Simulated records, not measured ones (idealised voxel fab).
The document below concerns the process module designated voxel lift off.
The cross-section on display is named cut; it measures 270 nm wide, and its cells are 5 nm squares.
Cross-section = grid of square cells, listed top down in bands; band = one or more rows. Top, bottom (nm), then materials left to right with widths (nm); lone material tagged "everywhere" fills the whole band edge to edge; "air" = empty space. Height reference: 0 = level under which incoming wafer is all one material. Lowest band: no bottom, runs on downward, e.g. "0 and below". When a width is written as two numbers, as in "30..40", the first number is the width in the top row of cells of the band and the second is the width in its bottom row, and the width changes by the same amount from each row to the next. The cross-section has no changed cell in any step marked "no change occurred". "Unvented cavities" - sealed voids, min. 8 cells, no opening to top; format: width x height at distance (distance from left edge; nm throughout). after a step's settings: what the simulator itself notes on the step. "overlay nm", when on a step's line for a step with a mask, measures how far to the right of its planned place the mask lay; a negative measure means to the left.

So here's the lineup of process steps we planned
- 1: RECEIVE, material Si
- 2: CONFORMAL_DEP, material SiO2, thk nm 5
- 3: PATTERN, tone open, mask id LINES, material resist, width nm 25, pitch nm 50, thk nm 30, overlay nm 0
- 4: DIRECTIONAL_DEP, material Ru, thk nm 15
- 5: STRIP, etch materials resist
- 6: CONFORMAL_DEP, material SiO2, thk nm 10

Cross-section of the wafer at receipt, which is the condition after step 1
	0 and below = Si everywhere
	Unvented cavities: none

Cross-sectional image of the first of two wafers at the end of the module, the run having proceeded as planned
	30 down to 20 = air 35 nm; SiO2 45 nm; air 5 nm; SiO2 45 nm; air 5 nm; SiO2 45 nm; air 5 nm; SiO2 45 nm; air 40 nm
	20 down to 15 = air 35 nm; SiO2 10 nm; Ru 25 nm; SiO2 10 nm; air 5 nm; SiO2 10 nm; Ru 25 nm; SiO2 10 nm; air 5 nm; SiO2 10 nm; Ru 25 nm; SiO2 10 nm; air 5 nm; SiO2 10 nm; Ru 25 nm; SiO2 10 nm; air 40 nm
	15 down to 5 = SiO2 45 nm; Ru 25 nm; SiO2 25 nm; Ru 25 nm; SiO2 25 nm; Ru 25 nm; SiO2 25 nm; Ru 25 nm; SiO2 50 nm
	5 down to 0 = SiO2 everywhere
	0 and below = Si everywhere
	Unvented cavities: none

Second of two wafers, module complete, sectioned: it shares the first wafer's start and plan but was run with one mistake
	30 down to 20 = air 40 nm; SiO2 45 nm; air 5 nm; SiO2 45 nm; air 5 nm; SiO2 45 nm; air 5 nm; SiO2 45 nm; air 35 nm
	20 down to 15 = air 40 nm; SiO2 10 nm; Ru 25 nm; SiO2 10 nm; air 5 nm; SiO2 10 nm; Ru 25 nm; SiO2 10 nm; air 5 nm; SiO2 10 nm; Ru 25 nm; SiO2 10 nm; air 5 nm; SiO2 10 nm; Ru 25 nm; SiO2 10 nm; air 35 nm
	15 down to 5 = SiO2 50 nm; Ru 25 nm; SiO2 25 nm; Ru 25 nm; SiO2 25 nm; Ru 25 nm; SiO2 25 nm; Ru 25 nm; SiO2 45 nm
	5 down to 0 = SiO2 everywhere
	0 and below = Si everywhere
	Unvented cavities: none
The plan and the run diverged here: step 3 ran with different settings than intended, the actual operation and settings being PATTERN, tone open, mask id LINES, material resist, width nm 25, pitch nm 50, thk nm 30, overlay nm 5
So at the finish, the second wafer's got exactly as many cells of each material as the first, just not in the same spots.
